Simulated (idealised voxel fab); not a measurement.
The process module presented herein is designated voxel ribs on slabs.
Square cells of 5 nm make up the cross-section cut, whose width is 150 nm.
We lay out every cross-section as a grid of square cells and spell it out in bands from the top down, where one band means one or more rows of cells. Heads up on the band format: heights come first, top then bottom, in nm. After that it's the materials left to right, each with its width in nm. A single material flagged "everywhere" fills the whole band edge to edge, and "blank" means there's empty space there. For the purposes of this specification, 0 denotes the height below which the wafer in its as-received condition is composed wholly of one material, and the lowermost band, lacking a lower limit, extends downward without end, as expressed in "top 0, no bottom". The two numbers in a width such as "30->40" mark its ends across the band: the first belongs to the top row of cells, the second to the bottom row, and from each row to the next the width moves by the same amount. "nothing altered" means the step left every cell of the cross-section as it was. Heads up: "closed voids" only lists the empty pockets with no open path to the top that are 8 cells or more, and it writes them as width x height at distance, distance from the left edge, in nm. If you see something after the settings on a step's line, that's the simulator's own remark about that step. The setting "overlay nm" may be written on the line of a step. When the step uses a mask, the value reports how far to the right of the planned place the mask lay, and a negative value reports that it lay to the left.

Steps planned for the process:
1 RECEIVE with material Si
2 DIRECTIONAL_DEP with material SiO2, thk nm 20
3 DIRECTIONAL_DEP with material SiN, thk nm 25
4 MASKED_ETCH with tone cover, mask id RIB, width nm 25, etch materials SiN, depth nm 15, overlay nm 0
5 MASKED_ETCH with tone cover, mask id SLAB, width nm 75, etch materials SiN, depth nm 10, overlay nm 0
6 FILL_DEP with material SiO2, thk nm 15
7 CMP with height nm 55
8 DIRECTIONAL_DEP with material W, thk nm 10
9 DIRECTIONAL_DEP with material aC, thk nm 15
10 PATTERN with tone cover, mask id HEATER, material resist, width nm 35, thk nm 30, overlay nm 0
11 DIRECTIONAL_ETCH with etch materials aC, depth nm 15
12 STRIP with etch materials resist
13 DIRECTIONAL_ETCH with etch materials W, depth nm 10
14 STRIP with etch materials aC
15 CONFORMAL_DEP with material SiO2, thk nm 5

The cross-section here shows the wafer as received, i.e. in its state after step 1:
* top 0, no bottom  Si everywhere
* closed voids: none

Cross-section, end of module. Start: as above. Plan: as above. Execution: one mistake:
* top 70, bottom 65  50 blank / 45 SiO2 / 55 blank
* top 65, bottom 60  50 blank / 5 SiO2 / 35 W / 5 SiO2 / 55 blank
* top 60, bottom 55  55 SiO2 / 35 W / 60 SiO2
* top 55, bottom 45  SiO2 everywhere
* top 45, bottom 35  60 SiO2 / 25 SiN / 65 SiO2
* top 35, bottom 25  35 SiO2 / 75 SiN / 40 SiO2
* top 25, bottom 20  SiN everywhere
* top 20, bottom 0  SiO2 everywhere
* top 0, no bottom  Si everywhere
* closed voids: none
Nonconformance to the process plan: step 4 did not use the planned setting and instead ran as MASKED_ETCH with tone cover, mask id RIB, width nm 25, etch materials SiN, depth nm 10, overlay nm 0
